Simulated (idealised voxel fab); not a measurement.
Module name: voxel transistor to metal (process module)
Cross-section cut: width 190 nm, square cells of 5 nm.
Notation: cross-section as square-cell grid; stated in bands, top first, going down; one or more cell rows per band.
Within each band entry, the heights of the top and of the bottom of the band appear first, in that order and in nm; the materials of the band then follow from left to right, each with its corresponding width in nm. The designation "edge to edge" on a single material indicates that it fills the band from edge to edge; the designation "air" indicates empty space.
Zero point of the height axis is 0; under it, received wafer = one material. Lowest band: continues down indefinitely, "0 nm and below".
Think of "30->40" as a width that walks from the first number to the second as you go down the band, top row to bottom row, taking equal-sized steps from row to row.
Step note "stayed the same" = no cross-section cell changed.
The entry "Enclosed internal voids" lists the empty spaces that cover at least 8 cells and have no open path to the top. Each is written as width x height at distance, where the distance is measured from the left edge and all three values are in nm.
It should be noted that, on the line of a given step, the content following the step's settings is a remark produced by the simulator itself with respect to that step.
overlay nm: mask offset rightward from planned place, masked step; negative means leftward offset.

**The process steps that were planned are listed below**
1 RECEIVE,material Si
2 OXIDIZE,depth nm 5
3 CONFORMAL_DEP,material SiN,thk nm 15
4 MASKED_ETCH,tone cover,mask id ACTIVE,width nm 95,etch materials SiN,depth nm 15,overlay nm 0
5 MASKED_ETCH,tone cover,mask id ACTIVE,width nm 95,etch materials SiO2,depth nm 5,overlay nm 0
6 MASKED_ETCH,tone cover,mask id ACTIVE,width nm 95,etch materials Si,depth nm 20,overlay nm 0
7 OXIDIZE,depth nm 5
8 FILL_DEP,material SiO2,thk nm 5
9 CMP,height nm 15
10 SELECTIVE_ETCH,etch materials SiO2,depth nm 15
11 STRIP,etch materials SiN
12 SELECTIVE_ETCH,etch materials SiO2,depth nm 5
13 OXIDIZE,depth nm 5
14 DIRECTIONAL_DEP,material polySi,thk nm 25
15 DIRECTIONAL_DEP,material SiCN,thk nm 15
16 PATTERN,tone cover,mask id GATE,material resist,width nm 15,thk nm 15,overlay nm 0
17 DIRECTIONAL_ETCH,etch materials SiCN,depth nm 25
18 DIRECTIONAL_ETCH,etch materials polySi,depth nm 35
19 STRIP,etch materials resist
20 CONFORMAL_DEP,material SiO2,thk nm 5
21 DIRECTIONAL_ETCH,etch materials SiO2,depth nm 5
22 CONFORMAL_DEP,material SiN,thk nm 5
23 DIRECTIONAL_ETCH,etch materials SiN,depth nm 5
24 DIRECTIONAL_ETCH,etch materials SiO2,depth nm 5
25 DIRECTIONAL_ETCH,etch materials Si,depth nm 15
26 EPI,material SiGe,thk nm 15
27 FILL_DEP,material SiO2,thk nm 5
28 CMP,height nm 35
29 DIRECTIONAL_DEP,material SiO2,thk nm 10
30 DIRECTIONAL_DEP,material aC,thk nm 15
31 PATTERN,tone open,mask id CONTACT,material resist,width nm 25,pitch nm 50,thk nm 35,overlay nm 0
32 DIRECTIONAL_ETCH,etch materials aC,depth nm 15
33 STRIP,etch materials resist
34 DIRECTIONAL_ETCH,etch materials SiO2,depth nm 55
35 STRIP,etch materials aC
36 CONFORMAL_DEP,material TiN,thk nm 5
37 FILL_DEP,material Ru,thk nm 5
38 CMP,height nm 45
39 CONFORMAL_DEP,material SiN,thk nm 5
40 DIRECTIONAL_DEP,material lowk,thk nm 20
41 PATTERN,tone open,mask id METAL_1,material resist,width nm 15,pitch nm 60,thk nm 15,overlay nm 0
42 DIRECTIONAL_ETCH,etch materials lowk,depth nm 20
43 DIRECTIONAL_ETCH,etch materials SiN,depth nm 5
44 STRIP,etch materials resist
45 CONFORMAL_DEP,material TiN,thk nm 5
46 FILL_DEP,material Cu,thk nm 10
47 CMP,height nm 70
48 CONFORMAL_DEP,material SiN,thk nm 5

**Here's what the wafer looked like in cross-section when it arrived - that's after step 1**
* 0 nm and below  Si edge to edge
* Enclosed internal voids: none

**One mistake in running the module, otherwise start and plan as above: cross-section at the end**
* 75 nm to 70 nm  SiN edge to edge
* 70 nm to 50 nm  lowk 55 nm / TiN 5 nm / Cu 5 nm / TiN 5 nm / lowk 45 nm / TiN 5 nm / Cu 5 nm / TiN 5 nm / lowk 60 nm
* 50 nm to 45 nm  SiN 55 nm / TiN 15 nm / SiN 45 nm / TiN 15 nm / SiN 60 nm
* 45 nm to 35 nm  SiO2 55 nm / TiN 5 nm / Ru 15->10 nm / TiN 5->10 nm / SiO2 25 nm / TiN 5->10 nm / Ru 15->10 nm / TiN 5 nm / SiO2 60 nm
* 35 nm to 25 nm  SiO2 55 nm / TiN 5 nm / Ru 10 nm / TiN 5 nm / SiN 5 nm / SiO2 5 nm / SiCN 15 nm / SiO2 5 nm / SiN 5 nm / TiN 5 nm / Ru 10 nm / TiN 5 nm / SiO2 60 nm
* 25 nm to 20 nm  SiO2 55 nm / TiN 20 nm / SiN 5 nm / SiO2 5 nm / SiCN 15 nm / SiO2 5 nm / SiN 5 nm / TiN 20 nm / SiO2 60 nm
* 20 nm to 5 nm  SiO2 45 nm / SiGe 30 nm / SiN 5 nm / SiO2 5 nm / polySi 15 nm / SiO2 5 nm / SiN 5 nm / SiGe 30 nm / SiO2 50 nm
* 5 nm to -5 nm  SiO2 35 nm / SiGe 40 nm / SiN 5 nm / SiO2 5 nm / polySi 15 nm / SiO2 5 nm / SiN 5 nm / SiGe 40 nm / SiO2 40 nm
* -5 nm to -10 nm  SiO2 35 nm / SiGe 40 nm / SiO2 35 nm / SiGe 40 nm / SiO2 40 nm
* -10 nm to -25 nm  SiO2 50 nm / SiGe 25 nm / Si 35 nm / SiGe 25 nm / SiO2 55 nm
* -25 nm to -30 nm  SiO2 50 nm / Si 85 nm / SiO2 55 nm
* -30 nm and below  Si edge to edge
* Enclosed internal voids: none
Want to know what went wrong? twice over, step 26 of the plan was run
